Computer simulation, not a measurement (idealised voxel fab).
Documented hereafter: the process module known as voxel gate over fins.
The figure presents cross-section cut, which has a width of 265 nm and is divided into square cells with an edge length of 5 nm.
Just so we're on the same page, the cross-sections are grids of square cells, and they're listed out in bands top to bottom, each band one or more rows deep.
Band: top height; bottom height; in nm. Then, left to right: material with width in nm, for each material. "edge to edge": a single material spanning edge to edge. "blank": empty space.
Height is counted from the level 0, under which the received wafer is composed throughout of one material. The lowest of the bands is not closed at the bottom but continues downward, in the notation "0 down".
The expression "30..40" gives the width at the extremes of the band, the first number at its top row of cells and the second at its bottom row, with the width changing by equal amounts from each row to the next in between.
What does "no alterations made" mean for a step? It means no cell of the cross-section changed in that step.
"Closed-off voids" means: voids of 8 cells or more that are shut off from the top with no open way through. Written width x height at distance, distance from the left edge, in nm.
On each step's line, the part that comes after the settings is the simulator's own comment on the step.
overlay nm: how far to the right of its planned place the mask lay on this masked step (negative: to the left).

### Process steps - plan
1: RECEIVE (material Si)
2: CONFORMAL_DEP (material SiN; thk nm 10)
3: DIRECTIONAL_DEP (material aC; thk nm 10)
4: PATTERN (tone cover; mask id FINS; material resist; width nm 15; pitch nm 50; thk nm 25; overlay nm 0)
5: DIRECTIONAL_ETCH (etch materials aC; depth nm 10)
6: STRIP (etch materials resist)
7: DIRECTIONAL_ETCH (etch materials SiN; depth nm 10)
8: DIRECTIONAL_ETCH (etch materials Si; depth nm 30)
9: STRIP (etch materials aC)
10: FILL_DEP (material SiO2; thk nm 15)
11: CMP (height nm 10)
12: PATTERN (tone open; mask id RAIL; material resist; width nm 15; thk nm 20; overlay nm 0)
13: DIRECTIONAL_ETCH (etch materials SiO2; depth nm 35)
14: STRIP (etch materials resist)
15: CONFORMAL_DEP (material TiN; thk nm 5)
16: FILL_DEP (material Ru; thk nm 5)
17: CMP (height nm 10)
18: SELECTIVE_ETCH (etch materials W Ru TiN; depth nm 25)
19: FILL_DEP (material SiO2; thk nm 5)
20: CMP (height nm 10)
21: SELECTIVE_ETCH (etch materials SiO2; depth nm 20)
22: STRIP (etch materials SiN)
23: CONFORMAL_DEP (material HfO2; thk nm 5)
24: CONFORMAL_DEP (material TiN; thk nm 5)
25: CONFORMAL_DEP (material TiAl; thk nm 5)
26: CONFORMAL_DEP (material TiN; thk nm 5)
27: FILL_DEP (material W; thk nm 10)
28: CMP (height nm 25)
29: CONFORMAL_DEP (material SiN; thk nm 5)

### Below: the first of two wafers, run as planned

### Delivered wafer in cross-section: state after step 1
	0 down  Si edge to edge
	Closed-off voids: none

### Take a look at the wafer's cross-section after step 2
	10 to 0  SiN edge to edge
	Below 0, no change.

### Take a look at the wafer's cross-section after step 3
	20 to 10  aC edge to edge
	Below 10, no change.

### Take a look at the wafer's cross-section after step 4
	45 to 20  blank (75), then resist (15), then blank (35), then resist (15), then blank (35), then resist (15), then blank (75)
	Below 20, no change.

### Take a look at the wafer's cross-section after step 5
	35 to 20  blank (75), then resist (15), then blank (35), then resist (15), then blank (35), then resist (15), then blank (75)
	20 to 10  blank (75), then aC (15), then blank (35), then aC (15), then blank (35), then aC (15), then blank (75)
	Below 10, no change.

### Take a look at the wafer's cross-section after step 6
	20 to 10  blank (75), then aC (15), then blank (35), then aC (15), then blank (35), then aC (15), then blank (75)
	Below 10, no change.

### Take a look at the wafer's cross-section after step 7
	20 to 10  blank (75), then aC (15), then blank (35), then aC (15), then blank (35), then aC (15), then blank (75)
	10 to 0  blank (75), then SiN (15), then blank (35), then SiN (15), then blank (35), then SiN (15), then blank (75)
	Below 0, no change.

### Take a look at the wafer's cross-section after step 8
	20 to 10  blank (75), then aC (15), then blank (35), then aC (15), then blank (35), then aC (15), then blank (75)
	10 to 0  blank (75), then SiN (15), then blank (35), then SiN (15), then blank (35), then SiN (15), then blank (75)
	0 to -30  blank (75), then Si (15), then blank (35), then Si (15), then blank (35), then Si (15), then blank (75)
	Below -30, no change.

### Take a look at the wafer's cross-section after step 9
	10 to 0  blank (75), then SiN (15), then blank (35), then SiN (15), then blank (35), then SiN (15), then blank (75)
	Below 0, no change.

### Take a look at the wafer's cross-section after step 10
	25 to 10  SiO2 edge to edge
	10 to 0  SiO2 (75), then SiN (15), then SiO2 (35), then SiN (15), then SiO2 (35), then SiN (15), then SiO2 (75)
	0 to -30  SiO2 (75), then Si (15), then SiO2 (35), then Si (15), then SiO2 (35), then Si (15), then SiO2 (75)
	Below -30, no change.

### Take a look at the wafer's cross-section after step 11
	10 to 0  SiO2 (75), then SiN (15), then SiO2 (35), then SiN (15), then SiO2 (35), then SiN (15), then SiO2 (75)
	Below 0, no change.

### Take a look at the wafer's cross-section after step 12
	30 to 10  resist (100), then blank (15), then resist (150)
	Below 10, no change.

### Take a look at the wafer's cross-section after step 13
	30 to 10  resist (100), then blank (15), then resist (150)
	10 to 0  SiO2 (75), then SiN (15), then SiO2 (10), then blank (15), then SiO2 (10), then SiN (15), then SiO2 (35), then SiN (15), then SiO2 (75)
	0 to -25  SiO2 (75), then Si (15), then SiO2 (10), then blank (15), then SiO2 (10), then Si (15), then SiO2 (35), then Si (15), then SiO2 (75)
	Below -25, no change.

### Take a look at the wafer's cross-section after step 14
	10 to 0  SiO2 (75), then SiN (15), then SiO2 (10), then blank (15), then SiO2 (10), then SiN (15), then SiO2 (35), then SiN (15), then SiO2 (75)
	Below 0, no change.

### Take a look at the wafer's cross-section after step 15
	15 to 10  TiN (105), then blank (5), then TiN (155)
	10 to 0  SiO2 (75), then SiN (15), then SiO2 (10), then TiN (5), then blank (5), then TiN (5), then SiO2 (10), then SiN (15), then SiO2 (35), then SiN (15), then SiO2 (75)
	0 to -20  SiO2 (75), then Si (15), then SiO2 (10), then TiN (5), then blank (5), then TiN (5), then SiO2 (10), then Si (15), then SiO2 (35), then Si (15), then SiO2 (75)
	-20 to -25  SiO2 (75), then Si (15), then SiO2 (10), then TiN (15), then SiO2 (10), then Si (15), then SiO2 (35), then Si (15), then SiO2 (75)
	Below -25, no change.

### Take a look at the wafer's cross-section after step 16
	20 to 15  Ru edge to edge
	15 to 10  TiN (105), then Ru (5), then TiN (155)
	10 to 0  SiO2 (75), then SiN (15), then SiO2 (10), then TiN (5), then Ru (5), then TiN (5), then SiO2 (10), then SiN (15), then SiO2 (35), then SiN (15), then SiO2 (75)
	0 to -20  SiO2 (75), then Si (15), then SiO2 (10), then TiN (5), then Ru (5), then TiN (5), then SiO2 (10), then Si (15), then SiO2 (35), then Si (15), then SiO2 (75)
	Below -20, no change.

### Take a look at the wafer's cross-section after step 17
	10 to 0  SiO2 (75), then SiN (15), then SiO2 (10), then TiN (5), then Ru (5), then TiN (5), then SiO2 (10), then SiN (15), then SiO2 (35), then SiN (15), then SiO2 (75)
	Below 0, no change.

### Take a look at the wafer's cross-section after step 18
	10 to 0  SiO2 (75), then SiN (15), then SiO2 (10), then blank (15), then SiO2 (10), then SiN (15), then SiO2 (35), then SiN (15), then SiO2 (75)
	0 to -15  SiO2 (75), then Si (15), then SiO2 (10), then blank (15), then SiO2 (10), then Si (15), then SiO2 (35), then Si (15), then SiO2 (75)
	Below -15, no change.

### Take a look at the wafer's cross-section after step 19
	15 to 10  SiO2 edge to edge
	10 to 0  SiO2 (75), then SiN (15), then SiO2 (35), then SiN (15), then SiO2 (35), then SiN (15), then SiO2 (75)
	0 to -15  SiO2 (75), then Si (15), then SiO2 (35), then Si (15), then SiO2 (35), then Si (15), then SiO2 (75)
	Below -15, no change.

### Take a look at the wafer's cross-section after step 20
	10 to 0  SiO2 (75), then SiN (15), then SiO2 (35), then SiN (15), then SiO2 (35), then SiN (15), then SiO2 (75)
	Below 0, no change.

### Take a look at the wafer's cross-section after step 21
	10 to 0  blank (75), then SiN (15), then blank (35), then SiN (15), then blank (35), then SiN (15), then blank (75)
	0 to -10  blank (75), then Si (15), then blank (35), then Si (15), then blank (35), then Si (15), then blank (75)
	Below -10, no change.

### Take a look at the wafer's cross-section after step 22
	0 to -10  blank (75), then Si (15), then blank (35), then Si (15), then blank (35), then Si (15), then blank (75)
	Below -10, no change.

### Take a look at the wafer's cross-section after step 23
	5 to 0  blank (70), then HfO2 (25), then blank (25), then HfO2 (25), then blank (25), then HfO2 (25), then blank (70)
	0 to -5  blank (70), then HfO2 (5), then Si (15), then HfO2 (5), then blank (25), then HfO2 (5), then Si (15), then HfO2 (5), then blank (25), then HfO2 (5), then Si (15), then HfO2 (5), then blank (70)
	-5 to -10  HfO2 (75), then Si (15), then HfO2 (35), then Si (15), then HfO2 (35), then Si (15), then HfO2 (75)
	Below -10, no change.

### Take a look at the wafer's cross-section after step 24
	10 to 5  blank (65), then TiN (35), then blank (15), then TiN (35), then blank (15), then TiN (35), then blank (65)
	5 to 0  blank (65), then TiN (5), then HfO2 (25), then TiN (5), then blank (15), then TiN (5), then HfO2 (25), then TiN (5), then blank (15), then TiN (5), then HfO2 (25), then TiN (5), then blank (65)
	0 to -5  TiN (70), then HfO2 (5), then Si (15), then HfO2 (5), then TiN (25), then HfO2 (5), then Si (15), then HfO2 (5), then TiN (25), then HfO2 (5), then Si (15), then HfO2 (5), then TiN (70)
	Below -5, no change.

### Take a look at the wafer's cross-section after step 25
	15 to 10  blank (60), then TiAl (45), then blank (5), then TiAl (45), then blank (5), then TiAl (45), then blank (60)
	10 to 5  blank (60), then TiAl (5), then TiN (35), then TiAl (5), then blank (5), then TiAl (5), then TiN (35), then TiAl (5), then blank (5), then TiAl (5), then TiN (35), then TiAl (5), then blank (60)
	5 to 0  TiAl (65), then TiN (5), then HfO2 (25), then TiN (5), then TiAl (15), then TiN (5), then HfO2 (25), then TiN (5), then TiAl (15), then TiN (5), then HfO2 (25), then TiN (5), then TiAl (65)
	Below 0, no change.

### Take a look at the wafer's cross-section after step 26
	20 to 15  blank (55), then TiN (155), then blank (55)
	15 to 10  blank (55), then TiN (5), then TiAl (45), then TiN (5), then TiAl (45), then TiN (5), then TiAl (45), then TiN (5), then blank (55)
	10 to 5  TiN (60), then TiAl (5), then TiN (35), then TiAl (5), then TiN (5), then TiAl (5), then TiN (35), then TiAl (5), then TiN (5), then TiAl (5), then TiN (35), then TiAl (5), then TiN (60)
	Below 5, no change.

### Take a look at the wafer's cross-section after step 27
	30 to 20  W edge to edge
	20 to 15  W (55), then TiN (155), then W (55)
	15 to 10  W (55), then TiN (5), then TiAl (45), then TiN (5), then TiAl (45), then TiN (5), then TiAl (45), then TiN (5), then W (55)
	Below 10, no change.

### Take a look at the wafer's cross-section after step 28
	25 to 20  W edge to edge
	Below 20, no change.

### Take a look at the wafer's cross-section after step 29
	30 to 25  SiN edge to edge
	Below 25, no change.

### For the second wafer, take the first wafer's start and plan, then add one mistake made in running it; everything through step 11, that step included, is shared with the first

### Look at the second wafer in cross-section at the time step 12 ought to have finished
	30 to 10  resist (95), then blank (15), then resist (155)
	Below 10, no change.

### Look at the second wafer in cross-section at the time step 13 ought to have finished
	30 to 10  resist (95), then blank (15), then resist (155)
	10 to 0  SiO2 (75), then SiN (15), then SiO2 (5), then blank (15), then SiO2 (15), then SiN (15), then SiO2 (35), then SiN (15), then SiO2 (75)
	0 to -25  SiO2 (75), then Si (15), then SiO2 (5), then blank (15), then SiO2 (15), then Si (15), then SiO2 (35), then Si (15), then SiO2 (75)
	Below -25, no change.

### Look at the second wafer in cross-section at the time step 14 ought to have finished
	10 to 0  SiO2 (75), then SiN (15), then SiO2 (5), then blank (15), then SiO2 (15), then SiN (15), then SiO2 (35), then SiN (15), then SiO2 (75)
	Below 0, no change.

### Look at the second wafer in cross-section at the time step 15 ought to have finished
	15 to 10  TiN (100), then blank (5), then TiN (160)
	10 to 0  SiO2 (75), then SiN (15), then SiO2 (5), then TiN (5), then blank (5), then TiN (5), then SiO2 (15), then SiN (15), then SiO2 (35), then SiN (15), then SiO2 (75)
	0 to -20  SiO2 (75), then Si (15), then SiO2 (5), then TiN (5), then blank (5), then TiN (5), then SiO2 (15), then Si (15), then SiO2 (35), then Si (15), then SiO2 (75)
	-20 to -25  SiO2 (75), then Si (15), then SiO2 (5), then TiN (15), then SiO2 (15), then Si (15), then SiO2 (35), then Si (15), then SiO2 (75)
	Below -25, no change.

### Look at the second wafer in cross-section at the time step 16 ought to have finished
	20 to 15  Ru edge to edge
	15 to 10  TiN (100), then Ru (5), then TiN (160)
	10 to 0  SiO2 (75), then SiN (15), then SiO2 (5), then TiN (5), then Ru (5), then TiN (5), then SiO2 (15), then SiN (15), then SiO2 (35), then SiN (15), then SiO2 (75)
	0 to -20  SiO2 (75), then Si (15), then SiO2 (5), then TiN (5), then Ru (5), then TiN (5), then SiO2 (15), then Si (15), then SiO2 (35), then Si (15), then SiO2 (75)
	Below -20, no change.

### Look at the second wafer in cross-section at the time step 17 ought to have finished
	10 to 0  SiO2 (75), then SiN (15), then SiO2 (5), then TiN (5), then Ru (5), then TiN (5), then SiO2 (15), then SiN (15), then SiO2 (35), then SiN (15), then SiO2 (75)
	Below 0, no change.

### Look at the second wafer in cross-section at the time step 18 ought to have finished
	10 to 0  SiO2 (75), then SiN (15), then SiO2 (5), then blank (15), then SiO2 (15), then SiN (15), then SiO2 (35), then SiN (15), then SiO2 (75)
	0 to -15  SiO2 (75), then Si (15), then SiO2 (5), then blank (15), then SiO2 (15), then Si (15), then SiO2 (35), then Si (15), then SiO2 (75)
	Below -15, no change.

### Look at the second wafer in cross-section at the time step 19 ought to have finished
	15 to 10  SiO2 edge to edge
	10 to 0  SiO2 (75), then SiN (15), then SiO2 (35), then SiN (15), then SiO2 (35), then SiN (15), then SiO2 (75)
	0 to -15  SiO2 (75), then Si (15), then SiO2 (35), then Si (15), then SiO2 (35), then Si (15), then SiO2 (75)
	Below -15, no change.

### Look at the second wafer in cross-section at the time step 20 ought to have finished
	10 to 0  SiO2 (75), then SiN (15), then SiO2 (35), then SiN (15), then SiO2 (35), then SiN (15), then SiO2 (75)
	Below 0, no change.

### Look at the second wafer in cross-section at the time step 21 ought to have finished
	10 to 0  blank (75), then SiN (15), then blank (35), then SiN (15), then blank (35), then SiN (15), then blank (75)
	0 to -10  blank (75), then Si (15), then blank (35), then Si (15), then blank (35), then Si (15), then blank (75)
	Below -10, no change.

### Look at the second wafer in cross-section at the time step 22 ought to have finished
	0 to -10  blank (75), then Si (15), then blank (35), then Si (15), then blank (35), then Si (15), then blank (75)
	Below -10, no change.

### Look at the second wafer in cross-section at the time step 23 ought to have finished
	5 to 0  blank (70), then HfO2 (25), then blank (25), then HfO2 (25), then blank (25), then HfO2 (25), then blank (70)
	0 to -5  blank (70), then HfO2 (5), then Si (15), then HfO2 (5), then blank (25), then HfO2 (5), then Si (15), then HfO2 (5), then blank (25), then HfO2 (5), then Si (15), then HfO2 (5), then blank (70)
	-5 to -10  HfO2 (75), then Si (15), then HfO2 (35), then Si (15), then HfO2 (35), then Si (15), then HfO2 (75)
	Below -10, no change.

### Look at the second wafer in cross-section at the time step 24 ought to have finished
	10 to 5  blank (65), then TiN (35), then blank (15), then TiN (35), then blank (15), then TiN (35), then blank (65)
	5 to 0  blank (65), then TiN (5), then HfO2 (25), then TiN (5), then blank (15), then TiN (5), then HfO2 (25), then TiN (5), then blank (15), then TiN (5), then HfO2 (25), then TiN (5), then blank (65)
	0 to -5  TiN (70), then HfO2 (5), then Si (15), then HfO2 (5), then TiN (25), then HfO2 (5), then Si (15), then HfO2 (5), then TiN (25), then HfO2 (5), then Si (15), then HfO2 (5), then TiN (70)
	Below -5, no change.

### Look at the second wafer in cross-section at the time step 25 ought to have finished
	15 to 10  blank (60), then TiAl (45), then blank (5), then TiAl (45), then blank (5), then TiAl (45), then blank (60)
	10 to 5  blank (60), then TiAl (5), then TiN (35), then TiAl (5), then blank (5), then TiAl (5), then TiN (35), then TiAl (5), then blank (5), then TiAl (5), then TiN (35), then TiAl (5), then blank (60)
	5 to 0  TiAl (65), then TiN (5), then HfO2 (25), then TiN (5), then TiAl (15), then TiN (5), then HfO2 (25), then TiN (5), then TiAl (15), then TiN (5), then HfO2 (25), then TiN (5), then TiAl (65)
	Below 0, no change.

### Look at the second wafer in cross-section at the time step 26 ought to have finished
	20 to 15  blank (55), then TiN (155), then blank (55)
	15 to 10  blank (55), then TiN (5), then TiAl (45), then TiN (5), then TiAl (45), then TiN (5), then TiAl (45), then TiN (5), then blank (55)
	10 to 5  TiN (60), then TiAl (5), then TiN (35), then TiAl (5), then TiN (5), then TiAl (5), then TiN (35), then TiAl (5), then TiN (5), then TiAl (5), then TiN (35), then TiAl (5), then TiN (60)
	Below 5, no change.

### Look at the second wafer in cross-section at the time step 27 ought to have finished
	30 to 20  W edge to edge
	20 to 15  W (55), then TiN (155), then W (55)
	15 to 10  W (55), then TiN (5), then TiAl (45), then TiN (5), then TiAl (45), then TiN (5), then TiAl (45), then TiN (5), then W (55)
	Below 10, no change.

### Look at the second wafer in cross-section at the time step 28 ought to have finished
	25 to 20  W edge to edge
	Below 20, no change.

### Look at the second wafer in cross-section at the time step 29 ought to have finished
	30 to 25  SiN edge to edge
	Below 25, no change.
The mistake made against the process plan was this: note that step 12 departed from the planned setting and was carried out as PATTERN (tone open; mask id RAIL; material resist; width nm 15; thk nm 20; overlay nm -5)
Both wafers, final: cells per material equal; arrangement not.
